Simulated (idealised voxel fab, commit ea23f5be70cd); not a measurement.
Process module, titled voxel wiring stack
The width of the displayed cross-section, cut, is 250 nm; its cells are square, with a size of 5 nm.
In what follows, cross-sections appear as grids of square cells, described through bands that run from the top down, where every band is one or more rows of cells.
This entry defines a band. It first specifies the height of the band's top and the height of its bottom in nm, and then specifies the band's materials from left to right, stating each material with its width in nm. The word "throughout" identifies a single material that fills the band from edge to edge, while the word "blank" identifies empty space.
Ref level 0: as-received wafer is one material below here. Bottom band extends down with no lower bound ("0 nm and below").
A width such as "30 to 40" changes by the same amount from each row of cells to the next, from the band's top row to its bottom row.
No cell of the cross-section changed in a step that is given as "changes: none".
Empty spaces counting at least 8 cells and having no open way to the top are listed in "Unvented cavities". The notation width x height at distance is used for each, the distance being from the left edge and all three values in nm.
Text after the settings on a step's line: the simulator's own remark on that step.
overlay nm: right-of-plan distance of the mask on a masked step; negative values mean left-of-plan.

So here's the lineup of process steps we planned
- 1: RECEIVE (material Si)
- 2: CONFORMAL_DEP (material SiO2; thk nm 10)
- 3: CONFORMAL_DEP (material SiCN; thk nm 5)
- 4: DIRECTIONAL_DEP (material SiO2; thk nm 15)
- 5: DIRECTIONAL_DEP (material aC; thk nm 10)
- 6: PATTERN (tone open; mask id METAL_1; material resist; width nm 20; pitch nm 35; thk nm 25; overlay nm 0)
- 7: DIRECTIONAL_ETCH (etch materials aC; depth nm 10)
- 8: STRIP (etch materials resist)
- 9: DIRECTIONAL_ETCH (etch materials SiO2; depth nm 15)
- 10: DIRECTIONAL_ETCH (etch materials SiCN; depth nm 5)
- 11: STRIP (etch materials aC)
- 12: CONFORMAL_DEP (material TiN; thk nm 5)
- 13: FILL_DEP (material Cu; thk nm 10)
- 14: CMP (height nm 30)
- 15: EPI (material Ru; thk nm 5)
- 16: FILL_DEP (material SiCN; thk nm 5)
- 17: DIRECTIONAL_DEP (material SiO2; thk nm 15)
- 18: DIRECTIONAL_DEP (material aC; thk nm 10)
- 19: PATTERN (tone open; mask id PLUG_1; material resist; width nm 15; pitch nm 70; thk nm 25; overlay nm 0)
- 20: DIRECTIONAL_ETCH (etch materials aC; depth nm 10)
- 21: STRIP (etch materials resist)
- 22: DIRECTIONAL_ETCH (etch materials SiO2; depth nm 15)
- 23: DIRECTIONAL_ETCH (etch materials SiCN; depth nm 5)
- 24: STRIP (etch materials aC)
- 25: CONFORMAL_DEP (material TiN; thk nm 5)
- 26: FILL_DEP (material W; thk nm 5)
- 27: CMP (height nm 55)
- 28: DIRECTIONAL_DEP (material TiN; thk nm 5)
- 29: DIRECTIONAL_DEP (material W; thk nm 25)
- 30: MASKED_ETCH (tone cover; mask id METAL_2; width nm 20; pitch nm 35; etch materials W; depth nm 25; overlay nm 0)
- 31: MASKED_ETCH (tone cover; mask id METAL_2; width nm 20; pitch nm 35; etch materials TiN; depth nm 5; overlay nm 0)
- 32: CONFORMAL_DEP (material SiN; thk nm 5)
- 33: FILL_DEP (material SiO2; thk nm 5)
- 34: CMP (height nm 85)
- 35: CONFORMAL_DEP (material SiCN; thk nm 5)
- 36: DIRECTIONAL_DEP (material lowk; thk nm 25)
- 37: DIRECTIONAL_DEP (material aC; thk nm 10)
- 38: PATTERN (tone open; mask id METAL_3; material resist; width nm 20; pitch nm 35; thk nm 25; overlay nm 0)
- 39: DIRECTIONAL_ETCH (etch materials aC; depth nm 10)
- 40: STRIP (etch materials resist)
- 41: DIRECTIONAL_ETCH (etch materials lowk; depth nm 15)
- 42: STRIP (etch materials aC)
- 43: PATTERN (tone open; mask id METAL_3_HOLES; material resist; width nm 15; pitch nm 35; thk nm 20; overlay nm 0)
- 44: DIRECTIONAL_ETCH (etch materials lowk; depth nm 10)
- 45: DIRECTIONAL_ETCH (etch materials SiCN; depth nm 5)
- 46: STRIP (etch materials resist)
- 47: CONFORMAL_DEP (material TiN; thk nm 5)
- 48: FILL_DEP (material Cu; thk nm 10)
- 49: CMP (height nm 115)
- 50: CONFORMAL_DEP (material SiN; thk nm 5)

As received (post step 1): cross-section
0 nm and below: Si throughout
Unvented cavities: none

End-of-module cross-section of the first of two wafers, processed as planned
120 nm to 115 nm: SiN throughout
115 nm to 105 nm: lowk 80  TiN 5  Cu 10  TiN 5  lowk 15  TiN 5  Cu 10  TiN 5  lowk 15  TiN 5  Cu 10  TiN 5  lowk 80
105 nm to 100 nm: lowk 80  TiN 5  Cu 5  TiN 10  lowk 15  TiN 5  Cu 5  TiN 10  lowk 15  TiN 5  Cu 5  TiN 10  lowk 80
100 nm to 90 nm: lowk 80  TiN 5  Cu 5  TiN 5  lowk 20  TiN 5  Cu 5  TiN 5  lowk 20  TiN 5  Cu 5  TiN 5  lowk 85
90 nm to 85 nm: SiCN 80  TiN 15  SiCN 20  TiN 15  SiCN 20  TiN 15  SiCN 85
85 nm to 60 nm: SiO2 75  SiN 5  W 20  SiN 5  SiO2 5  SiN 5  W 20  SiN 5  SiO2 5  SiN 5  W 20  SiN 5  SiO2 75
60 nm to 55 nm: SiN 80  TiN 20  SiN 15  TiN 20  SiN 15  TiN 20  SiN 80
55 nm to 40 nm: SiO2 80  TiN 5  W 5  TiN 5  SiO2 55  TiN 5  W 5  TiN 5  SiO2 85
40 nm to 35 nm: SiCN 80  TiN 15  SiCN 55  TiN 15  SiCN 85
35 nm to 30 nm: SiCN 75  Ru 30  SiCN 5  Ru 30  SiCN 5  Ru 30  SiCN 75
30 nm to 15 nm: SiO2 80  TiN 5  Cu 10  TiN 5  SiO2 15  TiN 5  Cu 10  TiN 5  SiO2 15  TiN 5  Cu 10  TiN 5  SiO2 80
15 nm to 10 nm: SiCN 80  TiN 20  SiCN 15  TiN 20  SiCN 15  TiN 20  SiCN 80
10 nm to 0 nm: SiO2 throughout
0 nm and below: Si throughout
Unvented cavities: none

Now the second wafer, cross-sectioned at the end of the module. Nothing different at the start, nothing different in the plan compared with the first, just one mistake when it was actually run
120 nm to 115 nm: SiN throughout
115 nm to 105 nm: lowk 80  TiN 5  Cu 10  TiN 5  lowk 15  TiN 5  Cu 10  TiN 5  lowk 15  TiN 5  Cu 10  TiN 5  lowk 80
105 nm to 100 nm: lowk 80  TiN 10  Cu 5  TiN 5  lowk 15  TiN 10  Cu 5  TiN 5  lowk 15  TiN 10  Cu 5  TiN 5  lowk 80
100 nm to 90 nm: lowk 85  TiN 5  Cu 5  TiN 5  lowk 20  TiN 5  Cu 5  TiN 5  lowk 20  TiN 5  Cu 5  TiN 5  lowk 80
90 nm to 85 nm: SiCN 85  TiN 15  SiCN 20  TiN 15  SiCN 20  TiN 15  SiCN 80
85 nm to 60 nm: SiO2 75  SiN 5  W 20  SiN 5  SiO2 5  SiN 5  W 20  SiN 5  SiO2 5  SiN 5  W 20  SiN 5  SiO2 75
60 nm to 55 nm: SiN 80  TiN 20  SiN 15  TiN 20  SiN 15  TiN 20  SiN 80
55 nm to 40 nm: SiO2 80  TiN 5  W 5  TiN 5  SiO2 55  TiN 5  W 5  TiN 5  SiO2 85
40 nm to 35 nm: SiCN 80  TiN 15  SiCN 55  TiN 15  SiCN 85
35 nm to 30 nm: SiCN 75  Ru 30  SiCN 5  Ru 30  SiCN 5  Ru 30  SiCN 75
30 nm to 15 nm: SiO2 80  TiN 5  Cu 10  TiN 5  SiO2 15  TiN 5  Cu 10  TiN 5  SiO2 15  TiN 5  Cu 10  TiN 5  SiO2 80
15 nm to 10 nm: SiCN 80  TiN 20  SiCN 15  TiN 20  SiCN 15  TiN 20  SiCN 80
10 nm to 0 nm: SiO2 throughout
0 nm and below: Si throughout
Unvented cavities: none
Want to know what went wrong? step 43 ran differently from the plan; actual operation with settings: PATTERN (tone open; mask id METAL_3_HOLES; material resist; width nm 15; pitch nm 35; thk nm 20; overlay nm 5)
The concluding comparison shows that, measured in cells, each material is equally abundant on both wafers, albeit at different positions.
